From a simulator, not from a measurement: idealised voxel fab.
voxel double patterning: a process module
Displayed cross-section: cut, width of 170 nm, square cells sized 5 nm.
Cross-section spec: square-cell grid; bands listed top down; each band is one or more rows. Look at the band entry: it leads with the top's height and the bottom's height in nm. Then it lists the materials left to right, with a width in nm for each. The word "throughout" on a single material says that material fills the band edge to edge. The word "empty" is empty space. Height is counted from the level 0, under which the received wafer is composed throughout of one material. The lowest of the bands is not closed at the bottom but continues downward, in the notation "0 -> down". Graded width ("30 to 40"): value in top row of band = first number; value in bottom row = second number; row-to-row change constant. The designation "left unchanged", where it is given for a processing step, indicates that no cell of the cross-section was altered in the course of that step. So "Fully sealed cavities" is basically the list of trapped voids: any empty space of 8 cells or more that can't reach the top through an opening. They're written width x height at distance, the distance being from the left edge, and it's all nm. What comes after the settings on a step's line is commentary from the simulator itself on that step. overlay nm: right-of-plan distance of the mask on a masked step; negative values mean left-of-plan.

### The process steps that were planned are listed below
step 1: RECEIVE,material Si
step 2: CONFORMAL_DEP,material SiN,thk nm 10
step 3: DIRECTIONAL_DEP,material SiO2,thk nm 10
step 4: DIRECTIONAL_DEP,material SiCN,thk nm 5
step 5: DIRECTIONAL_DEP,material aC,thk nm 15
step 6: PATTERN,tone open,mask id FIRST,material resist,width nm 15,pitch nm 50,thk nm 30,overlay nm 0
step 7: DIRECTIONAL_ETCH,etch materials aC,depth nm 15
step 8: STRIP,etch materials resist
step 9: DIRECTIONAL_ETCH,etch materials SiCN,depth nm 5
step 10: STRIP,etch materials aC
step 11: DIRECTIONAL_DEP,material aC,thk nm 15
step 12: PATTERN,tone open,mask id SECOND,material resist,width nm 15,pitch nm 50,thk nm 30,overlay nm 0
step 13: DIRECTIONAL_ETCH,etch materials aC,depth nm 15
step 14: STRIP,etch materials resist
step 15: DIRECTIONAL_ETCH,etch materials SiCN,depth nm 5
step 16: STRIP,etch materials aC
step 17: DIRECTIONAL_ETCH,etch materials SiO2,depth nm 10
step 18: STRIP,etch materials SiCN

### As-received state of the wafer in cross-section, equivalent to post-step 1
0 -> down | Si throughout
Fully sealed cavities: none

### What the wafer looks like in cross-section after this module, when it starts as shown above and follows the plan above but one mistake is made in running it
15 -> 10 | SiO2 25 nm; empty 15 nm; SiO2 10 nm; empty 15 nm; SiO2 10 nm; empty 15 nm; SiO2 10 nm; empty 15 nm; SiO2 10 nm; empty 15 nm; SiO2 30 nm
10 -> 0 | SiN throughout
0 -> down | Si throughout
Fully sealed cavities: none
What was the processing mistake? so step 3 ended up running with a different setting than we planned, it ran as DIRECTIONAL_DEP,material SiO2,thk nm 5
